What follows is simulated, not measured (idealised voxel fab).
You're looking at the process module voxel self aligned vias.
In the cross-section labelled cut, the width is 230 nm and each square cell is 5 nm.
We lay out every cross-section as a grid of square cells and spell it out in bands from the top down, where one band means one or more rows of cells.
A band entry consists of two parts. The first gives the height of the band's top and the height of its bottom, in nm. The rest lists the band's materials from left to right, each with its width in nm. A single material labelled with the word "all across" fills the band from edge to edge, and the word "blank" marks empty space.
A quick word on heights: they are counted from 0, and under that level the wafer as it came to us is one material throughout. The lowest band is different from the rest in having no bottom; it simply continues downward, written as in "0 and below".
The two numbers in a width such as "30 to 40" mark its ends across the band: the first belongs to the top row of cells, the second to the bottom row, and from each row to the next the width moves by the same amount.
Given "nothing different" for a step, no cell of the cross-section differs between before and after that step.
Closed empty spaces (no open way to the top) of 8 cells or more are what "Unvented cavities" lists, each as width x height at distance from the left edge, nm for all three.
Step line, after settings: the simulator's comment on this step.
You can add "overlay nm" to a step's line. For a step with a mask, it describes how far the mask lay to the right of its planned position, and a negative number describes a lay to the left.

### The steps planned for the process are as follows
1,op RECEIVE | material Si
2,op CONFORMAL_DEP | material SiO2 | thk nm 10
3,op CONFORMAL_DEP | material SiCN | thk nm 5
4,op DIRECTIONAL_DEP | material SiO2 | thk nm 25
5,op PATTERN | tone open | mask id LINES | material resist | width nm 20 | pitch nm 55 | thk nm 20 | overlay nm 0
6,op DIRECTIONAL_ETCH | etch materials SiO2 | depth nm 25
7,op STRIP | etch materials resist
8,op CONFORMAL_DEP | material TiN | thk nm 5
9,op FILL_DEP | material W | thk nm 5
10,op CMP | height nm 40
11,op SELECTIVE_ETCH | etch materials W Ru TiN | depth nm 10
12,op FILL_DEP | material SiN | thk nm 10
13,op CMP | height nm 40
14,op DIRECTIONAL_DEP | material SiO2 | thk nm 20
15,op DIRECTIONAL_DEP | material aC | thk nm 15
16,op PATTERN | tone open | mask id VIAS | material resist | width nm 40 | pitch nm 55 | thk nm 30 | overlay nm 0
17,op DIRECTIONAL_ETCH | etch materials aC | depth nm 15
18,op STRIP | etch materials resist
19,op DIRECTIONAL_ETCH | etch materials SiO2 | depth nm 20
20,op DIRECTIONAL_ETCH | etch materials SiN | depth nm 10
21,op STRIP | etch materials aC
22,op CONFORMAL_DEP | material TiN | thk nm 5
23,op FILL_DEP | material Ru | thk nm 5
24,op CMP | height nm 60
25,op CONFORMAL_DEP | material SiCN | thk nm 5

### Cross-section of the wafer upon arrival, representing the state reached after step 1
- 0 and below  Si all across
- Unvented cavities: none

### End-of-module cross-section of the first of two wafers, processed as planned
- 65 down to 60  SiCN all across
- 60 down to 45  SiO2=65, TiN=5, Ru=30, TiN=5, SiO2=15, TiN=5, Ru=30, TiN=5, SiO2=70
- 45 down to 35  SiO2=65 to 75, TiN=15 to 5, Ru=10, TiN=15 to 5, SiO2=15 to 35, TiN=15 to 5, Ru=10, TiN=15 to 5, SiO2=70 to 80
- 35 down to 30  SiO2=75, TiN=20, SiO2=35, TiN=20, SiO2=80
- 30 down to 20  SiO2=75, TiN=5, W=10, TiN=5, SiO2=35, TiN=5, W=10, TiN=5, SiO2=80
- 20 down to 15  SiO2=75, TiN=20, SiO2=35, TiN=20, SiO2=80
- 15 down to 10  SiCN all across
- 10 down to 0  SiO2 all across
- 0 and below  Si all across
- Unvented cavities: none

### Second of two wafers, module complete, sectioned: it shares the first wafer's start and plan but was run with one mistake
- 65 down to 60  SiCN all across
- 60 down to 45  SiO2=65, TiN=5, Ru=30, TiN=5, SiO2=15, TiN=5, Ru=30, TiN=5, SiO2=70
- 45 down to 35  SiO2=65, TiN=5, Ru=10, TiN=25 to 5, SiO2=15 to 35, TiN=5, Ru=10, TiN=25 to 5, SiO2=70 to 90
- 35 down to 30  SiO2=65, TiN=20, SiO2=35, TiN=20, SiO2=90
- 30 down to 20  SiO2=65, TiN=5, W=10, TiN=5, SiO2=35, TiN=5, W=10, TiN=5, SiO2=90
- 20 down to 15  SiO2=65, TiN=20, SiO2=35, TiN=20, SiO2=90
- 15 down to 10  SiCN all across
- 10 down to 0  SiO2 all across
- 0 and below  Si all across
- Unvented cavities: none
What was done differently from what was planned? step 5 changed vs plan, executed as op PATTERN | tone open | mask id LINES | material resist | width nm 20 | pitch nm 55 | thk nm 20 | overlay nm -10
Same inventory, different map: at the end, the second wafer holds as many cells of each material as the first, placed elsewhere.
